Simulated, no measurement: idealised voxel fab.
Process module heading - voxel self aligned contacts
Each square cell in cross-section cut measures 5 nm, and the section as a whole is 210 nm wide.
We lay out every cross-section as a grid of square cells and spell it out in bands from the top down, where one band means one or more rows of cells. Read a band's entry like this: the first values are the height of its top and the height of its bottom in nm, and what follows is the sequence of materials from left to right, each with its width in nm. Note that "blank" is empty space, and that a single material marked "everywhere" reaches across the band from edge to edge. Basically, 0 is our baseline, since under it the wafer straight out of the box is all one material. The bottom band has no lower end and keeps on going down, so it looks like "0 -> down". Top row gets the first number, bottom row gets the second, and each row in between changes by the same step: that is how a band width like "30 to 40" works. Key: "nothing was modified" - step with no changed cell in the cross-section. Enclosed void catalog: empty space of 8 cells or more with no open way to the top, each as width x height at its distance from the left edge, in nm. Formally, on a step line, whatever follows the settings is a remark that the simulator itself makes on the step. The "overlay nm" setting may appear on a step's line; for a step that uses a mask, it gives how far to the right of its planned position the mask lay, and a negative value indicates the left.

PROCESS STEPS - PLAN
| 1 | RECEIVE (material Si) |
| 2 | OXIDIZE (depth nm 5) |
| 3 | DIRECTIONAL_DEP (material polySi; thk nm 30) |
| 4 | DIRECTIONAL_DEP (material SiN; thk nm 20) |
| 5 | MASKED_ETCH (tone cover; mask id GATE; width nm 25; pitch nm 60; etch materials SiN; depth nm 20; overlay nm 0) |
| 6 | MASKED_ETCH (tone cover; mask id GATE; width nm 25; pitch nm 60; etch materials polySi; depth nm 30; overlay nm 0) |
| 7 | CONFORMAL_DEP (material SiN; thk nm 10) |
| 8 | DIRECTIONAL_ETCH (etch materials SiN; depth nm 10) |
| 9 | FILL_DEP (material SiO2; thk nm 15) |
| 10 | CMP (height nm 60) |
| 11 | MASKED_ETCH (tone open; mask id CONTACT; width nm 45; etch materials SiO2; depth nm 65; overlay nm 0) |
| 12 | CONFORMAL_DEP (material TiN; thk nm 5) |
| 13 | FILL_DEP (material W; thk nm 10) |
| 14 | CMP (height nm 60) |
| 15 | CONFORMAL_DEP (material SiN; thk nm 5) |

OF TWO WAFERS, THE FIRST: RUN ACCORDING TO PLAN

CROSS-SECTION: WAFER ON ARRIVAL = AFTER STEP 1
  0 -> down = Si everywhere
  Enclosed void catalog: none

STEP 2 DONE - WAFER CROSS-SECTION
  0 -> -5 = SiO2 everywhere
  Everything under -5 stays put, no change at all.

STEP 3 DONE - WAFER CROSS-SECTION
  30 -> 0 = polySi everywhere
  Everything under 0 stays put, no change at all.

STEP 4 DONE - WAFER CROSS-SECTION
  50 -> 30 = SiN everywhere
  Everything under 30 stays put, no change at all.

STEP 5 DONE - WAFER CROSS-SECTION
  50 -> 30 = 60 of blank, then 25 of SiN, then 35 of blank, then 25 of SiN, then 65 of blank
  Everything under 30 stays put, no change at all.

STEP 6 DONE - WAFER CROSS-SECTION
  50 -> 30 = 60 of blank, then 25 of SiN, then 35 of blank, then 25 of SiN, then 65 of blank
  30 -> 0 = 60 of blank, then 25 of polySi, then 35 of blank, then 25 of polySi, then 65 of blank
  Everything under 0 stays put, no change at all.

STEP 7 DONE - WAFER CROSS-SECTION
  60 -> 30 = 50 of blank, then 45 of SiN, then 15 of blank, then 45 of SiN, then 55 of blank
  30 -> 10 = 50 of blank, then 10 of SiN, then 25 of polySi, then 10 of SiN, then 15 of blank, then 10 of SiN, then 25 of polySi, then 10 of SiN, then 55 of blank
  10 -> 0 = 60 of SiN, then 25 of polySi, then 35 of SiN, then 25 of polySi, then 65 of SiN
  Everything under 0 stays put, no change at all.

STEP 8 DONE - WAFER CROSS-SECTION
  50 -> 30 = 50 of blank, then 45 of SiN, then 15 of blank, then 45 of SiN, then 55 of blank
  30 -> 0 = 50 of blank, then 10 of SiN, then 25 of polySi, then 10 of SiN, then 15 of blank, then 10 of SiN, then 25 of polySi, then 10 of SiN, then 55 of blank
  Everything under 0 stays put, no change at all.

STEP 9 DONE - WAFER CROSS-SECTION
  65 -> 50 = SiO2 everywhere
  50 -> 30 = 50 of SiO2, then 45 of SiN, then 15 of SiO2, then 45 of SiN, then 55 of SiO2
  30 -> 0 = 50 of SiO2, then 10 of SiN, then 25 of polySi, then 10 of SiN, then 15 of SiO2, then 10 of SiN, then 25 of polySi, then 10 of SiN, then 55 of SiO2
  Everything under 0 stays put, no change at all.

STEP 10 DONE - WAFER CROSS-SECTION
  60 -> 50 = SiO2 everywhere
  Everything under 50 stays put, no change at all.

STEP 11 DONE - WAFER CROSS-SECTION
  60 -> 50 = 80 of SiO2, then 45 of blank, then 85 of SiO2
  50 -> 30 = 50 of SiO2, then 45 of SiN, then 15 of blank, then 45 of SiN, then 55 of SiO2
  30 -> 0 = 50 of SiO2, then 10 of SiN, then 25 of polySi, then 10 of SiN, then 15 of blank, then 10 of SiN, then 25 of polySi, then 10 of SiN, then 55 of SiO2
  0 -> -5 = 95 of SiO2, then 15 of blank, then 100 of SiO2
  Everything under -5 stays put, no change at all.

STEP 12 DONE - WAFER CROSS-SECTION
  65 -> 60 = 85 of TiN, then 35 of blank, then 90 of TiN
  60 -> 50 = 80 of SiO2, then 5 to 20 of TiN, then 35 to 5 of blank, then 5 to 20 of TiN, then 85 of SiO2
  50 -> 30 = 50 of SiO2, then 45 of SiN, then 5 of TiN, then 5 of blank, then 5 of TiN, then 45 of SiN, then 55 of SiO2
  30 -> 0 = 50 of SiO2, then 10 of SiN, then 25 of polySi, then 10 of SiN, then 5 of TiN, then 5 of blank, then 5 of TiN, then 10 of SiN, then 25 of polySi, then 10 of SiN, then 55 of SiO2
  0 -> -5 = 95 of SiO2, then 15 of TiN, then 100 of SiO2
  Everything under -5 stays put, no change at all.

STEP 13 DONE - WAFER CROSS-SECTION
  75 -> 65 = W everywhere
  65 -> 60 = 85 of TiN, then 35 of W, then 90 of TiN
  60 -> 50 = 80 of SiO2, then 5 to 20 of TiN, then 35 to 5 of W, then 5 to 20 of TiN, then 85 of SiO2
  50 -> 30 = 50 of SiO2, then 45 of SiN, then 5 of TiN, then 5 of W, then 5 of TiN, then 45 of SiN, then 55 of SiO2
  30 -> 0 = 50 of SiO2, then 10 of SiN, then 25 of polySi, then 10 of SiN, then 5 of TiN, then 5 of W, then 5 of TiN, then 10 of SiN, then 25 of polySi, then 10 of SiN, then 55 of SiO2
  Everything under 0 stays put, no change at all.

STEP 14 DONE - WAFER CROSS-SECTION
  60 -> 50 = 80 of SiO2, then 5 to 20 of TiN, then 35 to 5 of W, then 5 to 20 of TiN, then 85 of SiO2
  Everything under 50 stays put, no change at all.

STEP 15 DONE - WAFER CROSS-SECTION
  65 -> 60 = SiN everywhere
  Everything under 60 stays put, no change at all.

SECOND WAFER, SAME STARTING STATE AND PLAN AS THE FIRST, ONE MISTAKE IN THE RUN, IDENTICAL THROUGH STEP 4

SECOND WAFER SHOWN IN CROSS-SECTION AT THE TIME STEP 5 WAS SLATED TO END
  50 -> 30 = 60 of SiN, then 25 of blank, then 35 of SiN, then 25 of blank, then 65 of SiN
  Everything under 30 stays put, no change at all.

Second wafer shown in cross-section at the time step 6 was slated to end: nothing was modified

SECOND WAFER SHOWN IN CROSS-SECTION AT THE TIME STEP 7 WAS SLATED TO END
  60 -> 40 = 70 of SiN, then 5 of blank, then 55 of SiN, then 5 of blank, then 75 of SiN
  40 -> 30 = SiN everywhere
  Everything under 30 stays put, no change at all.

SECOND WAFER SHOWN IN CROSS-SECTION AT THE TIME STEP 8 WAS SLATED TO END
  50 -> 30 = 70 of SiN, then 5 of blank, then 55 of SiN, then 5 of blank, then 75 of SiN
  Everything under 30 stays put, no change at all.

SECOND WAFER SHOWN IN CROSS-SECTION AT THE TIME STEP 9 WAS SLATED TO END
  65 -> 50 = SiO2 everywhere
  50 -> 30 = 70 of SiN, then 5 of SiO2, then 55 of SiN, then 5 of SiO2, then 75 of SiN
  Everything under 30 stays put, no change at all.

SECOND WAFER SHOWN IN CROSS-SECTION AT THE TIME STEP 10 WAS SLATED TO END
  60 -> 50 = SiO2 everywhere
  Everything under 50 stays put, no change at all.

SECOND WAFER SHOWN IN CROSS-SECTION AT THE TIME STEP 11 WAS SLATED TO END
  60 -> 50 = 80 of SiO2, then 45 of blank, then 85 of SiO2
  Everything under 50 stays put, no change at all.

SECOND WAFER SHOWN IN CROSS-SECTION AT THE TIME STEP 12 WAS SLATED TO END
  65 -> 60 = 85 of TiN, then 35 of blank, then 90 of TiN
  60 -> 55 = 80 of SiO2, then 5 of TiN, then 35 of blank, then 5 of TiN, then 85 of SiO2
  55 -> 50 = 80 of SiO2, then 45 of TiN, then 85 of SiO2
  Everything under 50 stays put, no change at all.

SECOND WAFER SHOWN IN CROSS-SECTION AT THE TIME STEP 13 WAS SLATED TO END
  75 -> 65 = W everywhere
  65 -> 60 = 85 of TiN, then 35 of W, then 90 of TiN
  60 -> 55 = 80 of SiO2, then 5 of TiN, then 35 of W, then 5 of TiN, then 85 of SiO2
  Everything under 55 stays put, no change at all.

SECOND WAFER SHOWN IN CROSS-SECTION AT THE TIME STEP 14 WAS SLATED TO END
  60 -> 55 = 80 of SiO2, then 5 of TiN, then 35 of W, then 5 of TiN, then 85 of SiO2
  Everything under 55 stays put, no change at all.

SECOND WAFER SHOWN IN CROSS-SECTION AT THE TIME STEP 15 WAS SLATED TO END
  65 -> 60 = SiN everywhere
  Everything under 60 stays put, no change at all.
Which mistake was made when the wafer was run? for step 5, the planned setting was not used; the step was instead run as MASKED_ETCH (tone open; mask id GATE; width nm 25; pitch nm 60; etch materials SiN; depth nm 20; overlay nm 0)
The second wafer ends with more or fewer cells of some materials than the first, per final count: 40 more of SiN, 199 fewer of SiO2, 22 fewer of TiN, 11 fewer of W, 192 more of polySi
